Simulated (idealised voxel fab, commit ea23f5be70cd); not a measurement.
Process module, titled voxel transistor to metal
Cross-sectional view cut (width: 185 nm; square cell size: 5 nm).
Each cross-section below is a grid of square cells, stated as bands in top-down order, with one or more rows of cells making up each band.
It is stipulated that each band's entry specify, in nanometres, the height of the top of the band and then that of its bottom, followed by the materials of the band in left-to-right sequence, each together with its width in nanometres. A single material marked by the word "all across" is understood to fill the band from edge to edge; the word "air" is understood to denote empty space.
Ref level 0: as-received wafer is one material below here. Bottom band extends down with no lower bound ("0..down").
With a width like "30..40", each row of cells in the band differs from the next by the same amount, the top row carrying the first number and the bottom row the second.
The designation "everything unchanged", where it is given for a processing step, indicates that no cell of the cross-section was altered in the course of that step.
The label "Closed voids list" introduces a list of the empty spaces, 8 cells or larger, that have no open way up to the top; each entry in it reads width x height at distance, where the distance is taken from the left edge and all three are stated in nm.
Past the settings on a step's line: simulator remark, on that step.
overlay nm: for a step with a mask, the amount by which the mask lay right of where it was planned; a negative amount means left of it.

Process steps - plan
1. RECEIVE,material Si
2. CONFORMAL_DEP,material SiO2,thk nm 5
3. CONFORMAL_DEP,material SiN,thk nm 10
4. DIRECTIONAL_DEP,material aC,thk nm 10
5. PATTERN,tone cover,mask id ACTIVE,material resist,width nm 100,thk nm 25,overlay nm 0
6. DIRECTIONAL_ETCH,etch materials aC,depth nm 10
7. STRIP,etch materials resist
8. DIRECTIONAL_ETCH,etch materials SiN,depth nm 10
9. DIRECTIONAL_ETCH,etch materials SiO2,depth nm 5
10. DIRECTIONAL_ETCH,etch materials Si,depth nm 25
11. STRIP,etch materials aC
12. OXIDIZE,depth nm 5
13. FILL_DEP,material SiO2,thk nm 5
14. CMP,height nm 15
15. SELECTIVE_ETCH,etch materials SiO2,depth nm 5
16. STRIP,etch materials SiN
17. SELECTIVE_ETCH,etch materials SiO2,depth nm 5
18. OXIDIZE,depth nm 5
19. DIRECTIONAL_DEP,material polySi,thk nm 30
20. DIRECTIONAL_DEP,material SiCN,thk nm 15
21. DIRECTIONAL_DEP,material aC,thk nm 15
22. PATTERN,tone cover,mask id GATE,material resist,width nm 30,thk nm 35,overlay nm 0
23. DIRECTIONAL_ETCH,etch materials aC,depth nm 15
24. STRIP,etch materials resist
25. DIRECTIONAL_ETCH,etch materials SiCN,depth nm 25
26. DIRECTIONAL_ETCH,etch materials polySi,depth nm 40
27. STRIP,etch materials aC
28. CONFORMAL_DEP,material SiN,thk nm 5
29. DIRECTIONAL_ETCH,etch materials SiN,depth nm 5
30. DIRECTIONAL_ETCH,etch materials SiO2,depth nm 5
31. DIRECTIONAL_ETCH,etch materials Si,depth nm 10
32. EPI,material SiGe,thk nm 10
33. FILL_DEP,material SiO2,thk nm 5
34. CMP,height nm 30
35. STRIP,etch materials polySi
36. SELECTIVE_ETCH,etch materials SiO2,depth nm 5
37. CONFORMAL_DEP,material HfO2,thk nm 5
38. CONFORMAL_DEP,material TiN,thk nm 5
39. FILL_DEP,material W,thk nm 5
40. CMP,height nm 25
41. DIRECTIONAL_DEP,material SiO2,thk nm 15
42. PATTERN,tone open,mask id CONTACT,material resist,width nm 15,pitch nm 75,thk nm 20,overlay nm 0
43. DIRECTIONAL_ETCH,etch materials SiO2,depth nm 45
44. STRIP,etch materials resist
45. CONFORMAL_DEP,material TiN,thk nm 5
46. FILL_DEP,material W,thk nm 10
47. CMP,height nm 40
48. CONFORMAL_DEP,material SiCN,thk nm 5
49. DIRECTIONAL_DEP,material lowk,thk nm 15
50. MASKED_ETCH,tone open,mask id METAL_1,width nm 15,pitch nm 75,etch materials lowk,depth nm 15,overlay nm 0
51. MASKED_ETCH,tone open,mask id METAL_1,width nm 15,pitch nm 75,etch materials SiCN,depth nm 5,overlay nm 0
52. CONFORMAL_DEP,material TiN,thk nm 5
53. FILL_DEP,material Cu,thk nm 5
54. CMP,height nm 60
55. CONFORMAL_DEP,material SiCN,thk nm 5
56. DIRECTIONAL_DEP,material lowk,thk nm 35
57. DIRECTIONAL_DEP,material aC,thk nm 10
58. PATTERN,tone open,mask id METAL_2,material resist,width nm 15,pitch nm 75,thk nm 25,overlay nm 0
59. DIRECTIONAL_ETCH,etch materials aC,depth nm 10
60. STRIP,etch materials resist
61. DIRECTIONAL_ETCH,etch materials lowk,depth nm 20
62. STRIP,etch materials aC
63. DIRECTIONAL_DEP,material aC,thk nm 15
64. PATTERN,tone open,mask id METAL_2_HOLES,material resist,width nm 15,pitch nm 75,thk nm 30,overlay nm 0
65. DIRECTIONAL_ETCH,etch materials aC,depth nm 15
66. STRIP,etch materials resist
67. DIRECTIONAL_ETCH,etch materials lowk,depth nm 15
68. DIRECTIONAL_ETCH,etch materials SiCN,depth nm 5
69. STRIP,etch materials aC
70. CONFORMAL_DEP,material TiN,thk nm 5
71. FILL_DEP,material Cu,thk nm 10
72. CMP,height nm 100
73. CONFORMAL_DEP,material SiCN,thk nm 5

Cross-section of the wafer as it came to us, i.e., already through step 1
- 0..down: Si all across
- Closed voids list: none

Cross-sectional view of the first of the two wafers upon completion of the module, processed in accordance with the plan
- 105..100: SiCN all across
- 100..65: lowk (45) / TiN (5) / Cu (5) / TiN (5) / lowk (60) / TiN (5) / Cu (5) / TiN (5) / lowk (50)
- 65..60: SiCN (45) / TiN (15) / SiCN (60) / TiN (15) / SiCN (50)
- 60..45: lowk (45) / TiN (5) / Cu (5) / TiN (5) / lowk (60) / TiN (5) / Cu (5) / TiN (5) / lowk (50)
- 45..40: SiCN (45) / TiN (15) / SiCN (60) / TiN (15) / SiCN (50)
- 40..25: SiO2 (45) / TiN (5) / W (5) / TiN (5) / SiO2 (60) / TiN (5) / W (5) / TiN (5) / SiO2 (50)
- 25..5: SiO2 (45) / TiN (5) / W (5) / TiN (5) / SiO2 (10) / SiN (5) / HfO2 (5) / TiN (5) / W (10) / TiN (5) / HfO2 (5) / SiN (5) / SiO2 (10) / TiN (5) / W (5) / TiN (5) / SiO2 (50)
- 5..0: SiO2 (35) / SiN (5) / SiO2 (5) / TiN (5) / W (5) / TiN (5) / SiGe (10) / SiN (5) / HfO2 (5) / TiN (20) / HfO2 (5) / SiN (5) / SiGe (10) / TiN (5) / W (5) / TiN (5) / SiO2 (5) / SiN (5) / SiO2 (40)
- 0..-5: SiO2 (45) / TiN (15) / SiGe (10) / HfO2 (40) / SiGe (10) / TiN (15) / SiO2 (50)
- -5..-15: SiO2 (45) / SiGe (25) / Si (40) / SiGe (25) / SiO2 (50)
- -15..-30: SiO2 (45) / Si (90) / SiO2 (50)
- -30..down: Si all across
- Closed voids list: none

So this is wafer number two of the two, cut at the end of the module - it started where the first did and had the same plan, we just got one thing wrong running it
- 105..100: SiCN all across
- 100..65: lowk (45) / TiN (5) / polySi (5) / TiN (5) / lowk (60) / TiN (5) / polySi (5) / TiN (5) / lowk (50)
- 65..60: SiCN (45) / TiN (15) / SiCN (60) / TiN (15) / SiCN (50)
- 60..45: lowk (45) / TiN (5) / Cu (5) / TiN (5) / lowk (60) / TiN (5) / Cu (5) / TiN (5) / lowk (50)
- 45..40: SiCN (45) / TiN (15) / SiCN (60) / TiN (15) / SiCN (50)
- 40..25: SiO2 (45) / TiN (5) / W (5) / TiN (5) / SiO2 (60) / TiN (5) / W (5) / TiN (5) / SiO2 (50)
- 25..5: SiO2 (45) / TiN (5) / W (5) / TiN (5) / SiO2 (10) / SiN (5) / HfO2 (5) / TiN (5) / W (10) / TiN (5) / HfO2 (5) / SiN (5) / SiO2 (10) / TiN (5) / W (5) / TiN (5) / SiO2 (50)
- 5..0: SiO2 (35) / SiN (5) / SiO2 (5) / TiN (5) / W (5) / TiN (5) / SiGe (10) / SiN (5) / HfO2 (5) / TiN (20) / HfO2 (5) / SiN (5) / SiGe (10) / TiN (5) / W (5) / TiN (5) / SiO2 (5) / SiN (5) / SiO2 (40)
- 0..-5: SiO2 (45) / TiN (15) / SiGe (10) / HfO2 (40) / SiGe (10) / TiN (15) / SiO2 (50)
- -5..-15: SiO2 (45) / SiGe (25) / Si (40) / SiGe (25) / SiO2 (50)
- -15..-30: SiO2 (45) / Si (90) / SiO2 (50)
- -30..down: Si all across
- Closed voids list: none
Error vs. plan: step 71: run off-plan, actual operation and settings FILL_DEP,material polySi,thk nm 10
Counted in cells at the end, the second wafer holds more or fewer of these materials than the first: -14 Cu | +14 polySi
